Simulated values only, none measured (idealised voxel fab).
This is a process module. Its name is voxel wiring stack.
The width of the displayed cross-section, cut, is 175 nm; its cells are square, with a size of 5 nm.
In what follows, cross-sections appear as grids of square cells, described through bands that run from the top down, where every band is one or more rows of cells.
What a band's entry tells you: where the top is and where the bottom is, as heights in nm, and after that what lies inside, material by material from left to right, each with its width in nm. Empty space is written as the word "empty", and a single material marked with the word "edge to edge" occupies the band from edge to edge.
Heads up on the height convention: 0 is the point under which the incoming wafer is all one material, and the lowest band has no bottom, it just keeps going down, like "0 and below".
Top row gets the first number, bottom row gets the second, and each row in between changes by the same step: that is how a band width like "30..40" works.
The designation "same as before", where it is given for a processing step, indicates that no cell of the cross-section was altered in the course of that step.
The label "Catalogued sealed voids" introduces a list of the empty spaces, 8 cells or larger, that have no open way up to the top; each entry in it reads width x height at distance, where the distance is taken from the left edge and all three are stated in nm.
Text after the settings on a step's line: the simulator's own remark on that step.
Among the settings permitted on a step's line is "overlay nm"; applied to a step with a mask, it specifies the extent to which the mask lay to the right of its planned position, whereas a negative figure signifies a position to the left.

[Planned process steps]
step 1: op RECEIVE | material Si
step 2: op CONFORMAL_DEP | material SiO2 | thk nm 15
step 3: op DIRECTIONAL_DEP | material TiN | thk nm 5
step 4: op DIRECTIONAL_DEP | material Ru | thk nm 15
step 5: op MASKED_ETCH | tone cover | mask id METAL_1 | width nm 20 | pitch nm 40 | etch materials Ru | depth nm 15 | overlay nm 0
step 6: op MASKED_ETCH | tone cover | mask id METAL_1 | width nm 20 | pitch nm 40 | etch materials TiN | depth nm 5 | overlay nm 0
step 7: op CONFORMAL_DEP | material SiN | thk nm 5
step 8: op FILL_DEP | material SiO2 | thk nm 10
step 9: op CMP | height nm 35
step 10: op CONFORMAL_DEP | material SiCN | thk nm 5
step 11: op DIRECTIONAL_DEP | material SiO2 | thk nm 20
step 12: op DIRECTIONAL_DEP | material aC | thk nm 10
step 13: op PATTERN | tone open | mask id PLUG_1 | material resist | width nm 15 | pitch nm 80 | thk nm 30 | overlay nm 0
step 14: op DIRECTIONAL_ETCH | etch materials aC | depth nm 10
step 15: op STRIP | etch materials resist
step 16: op DIRECTIONAL_ETCH | etch materials SiO2 | depth nm 20
step 17: op DIRECTIONAL_ETCH | etch materials SiCN | depth nm 5
step 18: op STRIP | etch materials aC
step 19: op CONFORMAL_DEP | material TiN | thk nm 5
step 20: op FILL_DEP | material Ru | thk nm 5
step 21: op CMP | height nm 60
step 22: op CONFORMAL_DEP | material SiCN | thk nm 5
step 23: op DIRECTIONAL_DEP | material SiO2 | thk nm 15
step 24: op MASKED_ETCH | tone open | mask id METAL_2 | width nm 20 | pitch nm 40 | etch materials SiO2 | depth nm 15 | overlay nm 0
step 25: op MASKED_ETCH | tone open | mask id METAL_2 | width nm 20 | pitch nm 40 | etch materials SiCN | depth nm 5 | overlay nm 0
step 26: op CONFORMAL_DEP | material TiN | thk nm 5
step 27: op FILL_DEP | material Ru | thk nm 5
step 28: op CMP | height nm 80
step 29: op CONFORMAL_DEP | material SiCN | thk nm 5

[First of the two wafers, run per plan]

[Cross-section of the wafer at receipt, which is the condition after step 1]
    0 and below | Si edge to edge
    Catalogued sealed voids: none

[Wafer after step 2 (cross-section)]
    15 down to 0 | SiO2 edge to edge
    Unchanged below 0.

[Wafer after step 3 (cross-section)]
    20 down to 15 | TiN edge to edge
    Unchanged below 15.

[Wafer after step 4 (cross-section)]
    35 down to 20 | Ru edge to edge
    Unchanged below 20.

[Wafer after step 5 (cross-section)]
    35 down to 20 | 35 nm empty  20 nm Ru  20 nm empty  20 nm Ru  20 nm empty  20 nm Ru  40 nm empty
    Unchanged below 20.

[Wafer after step 6 (cross-section)]
    35 down to 20 | 35 nm empty  20 nm Ru  20 nm empty  20 nm Ru  20 nm empty  20 nm Ru  40 nm empty
    20 down to 15 | 35 nm empty  20 nm TiN  20 nm empty  20 nm TiN  20 nm empty  20 nm TiN  40 nm empty
    Unchanged below 15.

[Wafer after step 7 (cross-section)]
    40 down to 35 | 30 nm empty  30 nm SiN  10 nm empty  30 nm SiN  10 nm empty  30 nm SiN  35 nm empty
    35 down to 20 | 30 nm empty  5 nm SiN  20 nm Ru  5 nm SiN  10 nm empty  5 nm SiN  20 nm Ru  5 nm SiN  10 nm empty  5 nm SiN  20 nm Ru  5 nm SiN  35 nm empty
    20 down to 15 | 35 nm SiN  20 nm TiN  20 nm SiN  20 nm TiN  20 nm SiN  20 nm TiN  40 nm SiN
    Unchanged below 15.

[Wafer after step 8 (cross-section)]
    50 down to 40 | SiO2 edge to edge
    40 down to 35 | 30 nm SiO2  30 nm SiN  10 nm SiO2  30 nm SiN  10 nm SiO2  30 nm SiN  35 nm SiO2
    35 down to 20 | 30 nm SiO2  5 nm SiN  20 nm Ru  5 nm SiN  10 nm SiO2  5 nm SiN  20 nm Ru  5 nm SiN  10 nm SiO2  5 nm SiN  20 nm Ru  5 nm SiN  35 nm SiO2
    Unchanged below 20.

[Wafer after step 9 (cross-section)]
    35 down to 20 | 30 nm SiO2  5 nm SiN  20 nm Ru  5 nm SiN  10 nm SiO2  5 nm SiN  20 nm Ru  5 nm SiN  10 nm SiO2  5 nm SiN  20 nm Ru  5 nm SiN  35 nm SiO2
    Unchanged below 20.

[Wafer after step 10 (cross-section)]
    40 down to 35 | SiCN edge to edge
    Unchanged below 35.

[Wafer after step 11 (cross-section)]
    60 down to 40 | SiO2 edge to edge
    Unchanged below 40.

[Wafer after step 12 (cross-section)]
    70 down to 60 | aC edge to edge
    Unchanged below 60.

[Wafer after step 13 (cross-section)]
    100 down to 70 | 35 nm resist  15 nm empty  65 nm resist  15 nm empty  45 nm resist
    Unchanged below 70.

[Wafer after step 14 (cross-section)]
    90 down to 70 | 35 nm resist  15 nm empty  65 nm resist  15 nm empty  45 nm resist
    70 down to 60 | 35 nm aC  15 nm empty  65 nm aC  15 nm empty  45 nm aC
    Unchanged below 60.

[Wafer after step 15 (cross-section)]
    70 down to 60 | 35 nm aC  15 nm empty  65 nm aC  15 nm empty  45 nm aC
    Unchanged below 60.

[Wafer after step 16 (cross-section)]
    70 down to 60 | 35 nm aC  15 nm empty  65 nm aC  15 nm empty  45 nm aC
    60 down to 40 | 35 nm SiO2  15 nm empty  65 nm SiO2  15 nm empty  45 nm SiO2
    Unchanged below 40.

[Wafer after step 17 (cross-section)]
    70 down to 60 | 35 nm aC  15 nm empty  65 nm aC  15 nm empty  45 nm aC
    60 down to 40 | 35 nm SiO2  15 nm empty  65 nm SiO2  15 nm empty  45 nm SiO2
    40 down to 35 | 35 nm SiCN  15 nm empty  65 nm SiCN  15 nm empty  45 nm SiCN
    Unchanged below 35.

[Wafer after step 18 (cross-section)]
    60 down to 40 | 35 nm SiO2  15 nm empty  65 nm SiO2  15 nm empty  45 nm SiO2
    Unchanged below 40.

[Wafer after step 19 (cross-section)]
    65 down to 60 | 40 nm TiN  5 nm empty  75 nm TiN  5 nm empty  50 nm TiN
    60 down to 40 | 35 nm SiO2  5 nm TiN  5 nm empty  5 nm TiN  65 nm SiO2  5 nm TiN  5 nm empty  5 nm TiN  45 nm SiO2
    40 down to 35 | 35 nm SiCN  15 nm TiN  65 nm SiCN  15 nm TiN  45 nm SiCN
    Unchanged below 35.

[Wafer after step 20 (cross-section)]
    70 down to 65 | Ru edge to edge
    65 down to 60 | 40 nm TiN  5 nm Ru  75 nm TiN  5 nm Ru  50 nm TiN
    60 down to 40 | 35 nm SiO2  5 nm TiN  5 nm Ru  5 nm TiN  65 nm SiO2  5 nm TiN  5 nm Ru  5 nm TiN  45 nm SiO2
    Unchanged below 40.

[Wafer after step 21 (cross-section)]
    60 down to 40 | 35 nm SiO2  5 nm TiN  5 nm Ru  5 nm TiN  65 nm SiO2  5 nm TiN  5 nm Ru  5 nm TiN  45 nm SiO2
    Unchanged below 40.

[Wafer after step 22 (cross-section)]
    65 down to 60 | SiCN edge to edge
    Unchanged below 60.

[Wafer after step 23 (cross-section)]
    80 down to 65 | SiO2 edge to edge
    Unchanged below 65.

[Wafer after step 24 (cross-section)]
    80 down to 65 | 35 nm SiO2  20 nm empty  20 nm SiO2  20 nm empty  20 nm SiO2  20 nm empty  40 nm SiO2
    Unchanged below 65.

[Wafer after step 25 (cross-section)]
    80 down to 65 | 35 nm SiO2  20 nm empty  20 nm SiO2  20 nm empty  20 nm SiO2  20 nm empty  40 nm SiO2
    65 down to 60 | 35 nm SiCN  20 nm empty  20 nm SiCN  20 nm empty  20 nm SiCN  20 nm empty  40 nm SiCN
    Unchanged below 60.

[Wafer after step 26 (cross-section)]
    85 down to 80 | 40 nm TiN  10 nm empty  30 nm TiN  10 nm empty  30 nm TiN  10 nm empty  45 nm TiN
    80 down to 65 | 35 nm SiO2  5 nm TiN  10 nm empty  5 nm TiN  20 nm SiO2  5 nm TiN  10 nm empty  5 nm TiN  20 nm SiO2  5 nm TiN  10 nm empty  5 nm TiN  40 nm SiO2
    65 down to 60 | 35 nm SiCN  20 nm TiN  20 nm SiCN  20 nm TiN  20 nm SiCN  20 nm TiN  40 nm SiCN
    Unchanged below 60.

[Wafer after step 27 (cross-section)]
    90 down to 85 | Ru edge to edge
    85 down to 80 | 40 nm TiN  10 nm Ru  30 nm TiN  10 nm Ru  30 nm TiN  10 nm Ru  45 nm TiN
    80 down to 65 | 35 nm SiO2  5 nm TiN  10 nm Ru  5 nm TiN  20 nm SiO2  5 nm TiN  10 nm Ru  5 nm TiN  20 nm SiO2  5 nm TiN  10 nm Ru  5 nm TiN  40 nm SiO2
    Unchanged below 65.

[Wafer after step 28 (cross-section)]
    80 down to 65 | 35 nm SiO2  5 nm TiN  10 nm Ru  5 nm TiN  20 nm SiO2  5 nm TiN  10 nm Ru  5 nm TiN  20 nm SiO2  5 nm TiN  10 nm Ru  5 nm TiN  40 nm SiO2
    Unchanged below 65.

[Wafer after step 29 (cross-section)]
    85 down to 80 | SiCN edge to edge
    Unchanged below 80.

[second wafer: like start, like plan, one mistake. Through step 1 it matches the first wafer]

[X-section, second wafer, when step 2 was due to finish]
    30 down to 0 | SiO2 edge to edge
    Unchanged below 0.

[X-section, second wafer, when step 3 was due to finish]
    35 down to 30 | TiN edge to edge
    Unchanged below 30.

[X-section, second wafer, when step 4 was due to finish]
    50 down to 35 | Ru edge to edge
    Unchanged below 35.

[X-section, second wafer, when step 5 was due to finish]
    50 down to 35 | 35 nm empty  20 nm Ru  20 nm empty  20 nm Ru  20 nm empty  20 nm Ru  40 nm empty
    Unchanged below 35.

[X-section, second wafer, when step 6 was due to finish]
    50 down to 35 | 35 nm empty  20 nm Ru  20 nm empty  20 nm Ru  20 nm empty  20 nm Ru  40 nm empty
    35 down to 30 | 35 nm empty  20 nm TiN  20 nm empty  20 nm TiN  20 nm empty  20 nm TiN  40 nm empty
    Unchanged below 30.

[X-section, second wafer, when step 7 was due to finish]
    55 down to 50 | 30 nm empty  30 nm SiN  10 nm empty  30 nm SiN  10 nm empty  30 nm SiN  35 nm empty
    50 down to 35 | 30 nm empty  5 nm SiN  20 nm Ru  5 nm SiN  10 nm empty  5 nm SiN  20 nm Ru  5 nm SiN  10 nm empty  5 nm SiN  20 nm Ru  5 nm SiN  35 nm empty
    35 down to 30 | 35 nm SiN  20 nm TiN  20 nm SiN  20 nm TiN  20 nm SiN  20 nm TiN  40 nm SiN
    Unchanged below 30.

[X-section, second wafer, when step 8 was due to finish]
    65 down to 55 | SiO2 edge to edge
    55 down to 50 | 30 nm SiO2  30 nm SiN  10 nm SiO2  30 nm SiN  10 nm SiO2  30 nm SiN  35 nm SiO2
    50 down to 35 | 30 nm SiO2  5 nm SiN  20 nm Ru  5 nm SiN  10 nm SiO2  5 nm SiN  20 nm Ru  5 nm SiN  10 nm SiO2  5 nm SiN  20 nm Ru  5 nm SiN  35 nm SiO2
    Unchanged below 35.

[X-section, second wafer, when step 9 was due to finish]
    35 down to 30 | 35 nm SiN  20 nm TiN  20 nm SiN  20 nm TiN  20 nm SiN  20 nm TiN  40 nm SiN
    Unchanged below 30.

[X-section, second wafer, when step 10 was due to finish]
    40 down to 35 | SiCN edge to edge
    Unchanged below 35.

[X-section, second wafer, when step 11 was due to finish]
    60 down to 40 | SiO2 edge to edge
    Unchanged below 40.

[X-section, second wafer, when step 12 was due to finish]
    70 down to 60 | aC edge to edge
    Unchanged below 60.

[X-section, second wafer, when step 13 was due to finish]
    100 down to 70 | 35 nm resist  15 nm empty  65 nm resist  15 nm empty  45 nm resist
    Unchanged below 70.

[X-section, second wafer, when step 14 was due to finish]
    90 down to 70 | 35 nm resist  15 nm empty  65 nm resist  15 nm empty  45 nm resist
    70 down to 60 | 35 nm aC  15 nm empty  65 nm aC  15 nm empty  45 nm aC
    Unchanged below 60.

[X-section, second wafer, when step 15 was due to finish]
    70 down to 60 | 35 nm aC  15 nm empty  65 nm aC  15 nm empty  45 nm aC
    Unchanged below 60.

[X-section, second wafer, when step 16 was due to finish]
    70 down to 60 | 35 nm aC  15 nm empty  65 nm aC  15 nm empty  45 nm aC
    60 down to 40 | 35 nm SiO2  15 nm empty  65 nm SiO2  15 nm empty  45 nm SiO2
    Unchanged below 40.

[X-section, second wafer, when step 17 was due to finish]
    70 down to 60 | 35 nm aC  15 nm empty  65 nm aC  15 nm empty  45 nm aC
    60 down to 40 | 35 nm SiO2  15 nm empty  65 nm SiO2  15 nm empty  45 nm SiO2
    40 down to 35 | 35 nm SiCN  15 nm empty  65 nm SiCN  15 nm empty  45 nm SiCN
    Unchanged below 35.

[X-section, second wafer, when step 18 was due to finish]
    60 down to 40 | 35 nm SiO2  15 nm empty  65 nm SiO2  15 nm empty  45 nm SiO2
    Unchanged below 40.

[X-section, second wafer, when step 19 was due to finish]
    65 down to 60 | 40 nm TiN  5 nm empty  75 nm TiN  5 nm empty  50 nm TiN
    60 down to 40 | 35 nm SiO2  5 nm TiN  5 nm empty  5 nm TiN  65 nm SiO2  5 nm TiN  5 nm empty  5 nm TiN  45 nm SiO2
    40 down to 35 | 35 nm SiCN  15 nm TiN  65 nm SiCN  15 nm TiN  45 nm SiCN
    Unchanged below 35.

[X-section, second wafer, when step 20 was due to finish]
    70 down to 65 | Ru edge to edge
    65 down to 60 | 40 nm TiN  5 nm Ru  75 nm TiN  5 nm Ru  50 nm TiN
    60 down to 40 | 35 nm SiO2  5 nm TiN  5 nm Ru  5 nm TiN  65 nm SiO2  5 nm TiN  5 nm Ru  5 nm TiN  45 nm SiO2
    Unchanged below 40.

[X-section, second wafer, when step 21 was due to finish]
    60 down to 40 | 35 nm SiO2  5 nm TiN  5 nm Ru  5 nm TiN  65 nm SiO2  5 nm TiN  5 nm Ru  5 nm TiN  45 nm SiO2
    Unchanged below 40.

[X-section, second wafer, when step 22 was due to finish]
    65 down to 60 | SiCN edge to edge
    Unchanged below 60.

[X-section, second wafer, when step 23 was due to finish]
    80 down to 65 | SiO2 edge to edge
    Unchanged below 65.

[X-section, second wafer, when step 24 was due to finish]
    80 down to 65 | 35 nm SiO2  20 nm empty  20 nm SiO2  20 nm empty  20 nm SiO2  20 nm empty  40 nm SiO2
    Unchanged below 65.

[X-section, second wafer, when step 25 was due to finish]
    80 down to 65 | 35 nm SiO2  20 nm empty  20 nm SiO2  20 nm empty  20 nm SiO2  20 nm empty  40 nm SiO2
    65 down to 60 | 35 nm SiCN  20 nm empty  20 nm SiCN  20 nm empty  20 nm SiCN  20 nm empty  40 nm SiCN
    Unchanged below 60.

[X-section, second wafer, when step 26 was due to finish]
    85 down to 80 | 40 nm TiN  10 nm empty  30 nm TiN  10 nm empty  30 nm TiN  10 nm empty  45 nm TiN
    80 down to 65 | 35 nm SiO2  5 nm TiN  10 nm empty  5 nm TiN  20 nm SiO2  5 nm TiN  10 nm empty  5 nm TiN  20 nm SiO2  5 nm TiN  10 nm empty  5 nm TiN  40 nm SiO2
    65 down to 60 | 35 nm SiCN  20 nm TiN  20 nm SiCN  20 nm TiN  20 nm SiCN  20 nm TiN  40 nm SiCN
    Unchanged below 60.

[X-section, second wafer, when step 27 was due to finish]
    90 down to 85 | Ru edge to edge
    85 down to 80 | 40 nm TiN  10 nm Ru  30 nm TiN  10 nm Ru  30 nm TiN  10 nm Ru  45 nm TiN
    80 down to 65 | 35 nm SiO2  5 nm TiN  10 nm Ru  5 nm TiN  20 nm SiO2  5 nm TiN  10 nm Ru  5 nm TiN  20 nm SiO2  5 nm TiN  10 nm Ru  5 nm TiN  40 nm SiO2
    Unchanged below 65.

[X-section, second wafer, when step 28 was due to finish]
    80 down to 65 | 35 nm SiO2  5 nm TiN  10 nm Ru  5 nm TiN  20 nm SiO2  5 nm TiN  10 nm Ru  5 nm TiN  20 nm SiO2  5 nm TiN  10 nm Ru  5 nm TiN  40 nm SiO2
    Unchanged below 65.

[X-section, second wafer, when step 29 was due to finish]
    85 down to 80 | SiCN edge to edge
    Unchanged below 80.
Nonconformance to the process plan: the plan's step 2 ran twice
In the final state, the cell counts of the second wafer exceed or fall short of those of the first for the following materials: 36 fewer of Ru, 18 fewer of SiN, 54 more of SiO2
